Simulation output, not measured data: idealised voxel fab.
The process module that follows is named voxel released beams.
The cross-section shown here is cut; it is 210 nm wide and divided into square cells measuring 5 nm on a side.
The cross-sections in this document take the form of a grid made of square cells. They are written out as bands, in order from top to bottom. Each band consists of one or more rows of cells. The band entry comprises the height of the band's top followed by the height of its bottom, expressed in nm, and subsequently the band's materials from left to right, each stated together with its width in nm. Where a single material is marked with the word "edge to edge", that material fills the band from edge to edge. The word "air" represents empty space. Ref level 0: as-received wafer is one material below here. Bottom band extends down with no lower bound ("z 0 and below"). The width entry "30 to 40" should be interpreted row by row: the top row of cells in the band takes the first number, the bottom row takes the second number, and the change between adjacent rows is uniform throughout. Take "nothing altered" at face value: in the step it is given for, the cross-section changed in none of its cells. Each empty space that has no open way to the top and spans at least 8 cells appears under "Closed internal cavities" as width x height at distance, the distance counted from the left edge, all in nm. Note: text after step settings on the step line = simulator remark on that step. If you see "overlay nm" on a step's line and that step has a mask, it's telling you how far right of where it was planned the mask ended up; a negative number means it went left instead.
### Planned step list for the process
1. RECEIVE, material Si
2. CONFORMAL_DEP, material Al2O3, thk nm 5
3. DIRECTIONAL_DEP, material SiO2, thk nm 15
4. DIRECTIONAL_DEP, material aC, thk nm 15
5. PATTERN, tone open, mask id ANCHOR, material resist, width nm 30, thk nm 30, overlay nm 0
6. DIRECTIONAL_ETCH, etch materials aC, depth nm 15
7. STRIP, etch materials resist
8. DIRECTIONAL_ETCH, etch materials SiO2, depth nm 15
9. STRIP, etch materials aC
10. CONFORMAL_DEP, material SiN, thk nm 10
11. MASKED_ETCH, tone cover, mask id BEAM, width nm 90, etch materials SiN, depth nm 10, overlay nm 0
12. STRIP, etch materials SiO2
### First wafer out of two, processed as planned
### Cross-section: wafer on arrival = after step 1
  z 0 and below: Si edge to edge
  Closed internal cavities: none
### Cross-section: wafer state after step 2
  z 5 to 0: Al2O3 edge to edge
  Everything below 0 is unchanged.
### Cross-section: wafer state after step 3
  z 20 to 5: SiO2 edge to edge
  Everything below 5 is unchanged.
### Cross-section: wafer state after step 4
  z 35 to 20: aC edge to edge
  Everything below 20 is unchanged.
### Cross-section: wafer state after step 5
  z 65 to 35: 60 resist; 30 air; 120 resist
  Everything below 35 is unchanged.
### Cross-section: wafer state after step 6
  z 50 to 35: 60 resist; 30 air; 120 resist
  z 35 to 20: 60 aC; 30 air; 120 aC
  Everything below 20 is unchanged.
### Cross-section: wafer state after step 7
  z 35 to 20: 60 aC; 30 air; 120 aC
  Everything below 20 is unchanged.
### Cross-section: wafer state after step 8
  z 35 to 20: 60 aC; 30 air; 120 aC
  z 20 to 5: 60 SiO2; 30 air; 120 SiO2
  Everything below 5 is unchanged.
### Cross-section: wafer state after step 9
  z 20 to 5: 60 SiO2; 30 air; 120 SiO2
  Everything below 5 is unchanged.
### Cross-section: wafer state after step 10
  z 30 to 20: 70 SiN; 10 air; 130 SiN
  z 20 to 15: 60 SiO2; 10 SiN; 10 air; 10 SiN; 120 SiO2
  z 15 to 5: 60 SiO2; 30 SiN; 120 SiO2
  Everything below 5 is unchanged.
### Cross-section: wafer state after step 11
  z 30 to 20: 55 air; 15 SiN; 10 air; 65 SiN; 65 air
  Everything below 20 is unchanged.
### Cross-section: wafer state after step 12
  z 30 to 20: 55 air; 15 SiN; 10 air; 65 SiN; 65 air
  z 20 to 15: 60 air; 10 SiN; 10 air; 10 SiN; 120 air
  z 15 to 5: 60 air; 30 SiN; 120 air
  Everything below 5 is unchanged.
### The Second Wafer: Common Origin and Plan, One Mistake in Execution, Identical to the First Through Step 4
### Second wafer, sectioned view, at step 5's planned end time
  z 65 to 35: 65 resist; 20 air; 125 resist
  Everything below 35 is unchanged.
### Second wafer, sectioned view, at step 6's planned end time
  z 50 to 35: 65 resist; 20 air; 125 resist
  z 35 to 20: 65 aC; 20 air; 125 aC
  Everything below 20 is unchanged.
### Second wafer, sectioned view, at step 7's planned end time
  z 35 to 20: 65 aC; 20 air; 125 aC
  Everything below 20 is unchanged.
### Second wafer, sectioned view, at step 8's planned end time
  z 35 to 20: 65 aC; 20 air; 125 aC
  z 20 to 5: 65 SiO2; 20 air; 125 SiO2
  Everything below 5 is unchanged.
### Second wafer, sectioned view, at step 9's planned end time
  z 20 to 5: 65 SiO2; 20 air; 125 SiO2
  Everything below 5 is unchanged.
### Second wafer, sectioned view, at step 10's planned end time
  z 30 to 20: SiN edge to edge
  z 20 to 5: 65 SiO2; 20 SiN; 125 SiO2
  Everything below 5 is unchanged.
### Second wafer, sectioned view, at step 11's planned end time
  z 30 to 20: 55 air; 90 SiN; 65 air
  Everything below 20 is unchanged.
### Second wafer, sectioned view, at step 12's planned end time
  z 30 to 20: 55 air; 90 SiN; 65 air
  z 20 to 5: 65 air; 20 SiN; 125 air
  Everything below 5 is unchanged.
So what did we get wrong on this run? step 5 was run on a setting that differed from the plan, and what really ran there is PATTERN, tone open, mask id ANCHOR, material resist, width nm 20, thk nm 30, overlay nm 0
End check, second vs first wafer: material counts in cells match, positions do not.
